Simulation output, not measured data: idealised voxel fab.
process module | voxel released beams
cross-section cut | 175 nm wide | cells 5 nm
A cross-section is a grid of square cells, given in bands from the top down. A band is one or more rows of cells.
Each band's line starts with the height of the band's top and of its bottom, in nm. Then come its materials from left to right, each with its width in nm. One material with "throughout" fills the band from edge to edge. "air" is empty space.
Height 0 is the level under which the wafer as received is all one material. The lowest band goes on downwards, as in "0 down".
A width such as "30 to 40" changes by the same amount from each row of cells to the next, from the band's top row to its bottom row.
"no change" after a step means that no cell of the cross-section changed.
closed voids: empty space of 8 cells or more with no open way to the top, each as width x height at its distance from the left edge, in nm
after a step's settings: what the simulator itself notes on the step
overlay nm, on a step with a mask: how far to the right of its planned place the mask lay; to the left if negative
plan
1 op RECEIVE | material Si
2 op CONFORMAL_DEP | material SiN | thk nm 10
3 op DIRECTIONAL_DEP | material SiO2 | thk nm 20
4 op MASKED_ETCH | tone open | mask id ANCHOR | width nm 35 | etch materials SiO2 | depth nm 20 | overlay nm 0
5 op CONFORMAL_DEP | material W | thk nm 10
6 op MASKED_ETCH | tone cover | mask id BEAM | width nm 110 | etch materials W | depth nm 10 | overlay nm 0
7 op STRIP | etch materials SiO2
first wafer, as planned
as received, after step 1
  0 down: Si throughout
  closed voids: none
after step 2
  10 to 0: SiN throughout
  below 0: unchanged
after step 3
  30 to 10: SiO2 throughout
  below 10: unchanged
after step 4
  30 to 10: SiO2 35 | air 35 | SiO2 105
  below 10: unchanged
after step 5
  40 to 30: W 45 | air 15 | W 115
  30 to 20: SiO2 35 | W 10 | air 15 | W 10 | SiO2 105
  20 to 10: SiO2 35 | W 35 | SiO2 105
  below 10: unchanged
after step 6
  40 to 30: air 30 | W 15 | air 15 | W 80 | air 35
  below 30: unchanged
after step 7
  40 to 30: air 30 | W 15 | air 15 | W 80 | air 35
  30 to 20: air 35 | W 10 | air 15 | W 10 | air 105
  20 to 10: air 35 | W 35 | air 105
  below 10: unchanged
second wafer: like start, like plan, one mistake. Through step 5 it matches the first wafer
when step 6 should have ended
  40 to 30: W 30 | air 110 | W 35
  30 to 10: SiO2 35 | W 10 | air 15 | W 10 | SiO2 105
  below 10: unchanged
when step 7 should have ended
  30 to 10: air 35 | W 10 | air 15 | W 10 | air 105
  below 10: unchanged
what went wrong: step 6 ran as: op MASKED_ETCH | tone open | mask id BEAM | width nm 110 | etch materials W | depth nm 10 | overlay nm 0
at the end the second wafer has, in cells: 44 fewer of W
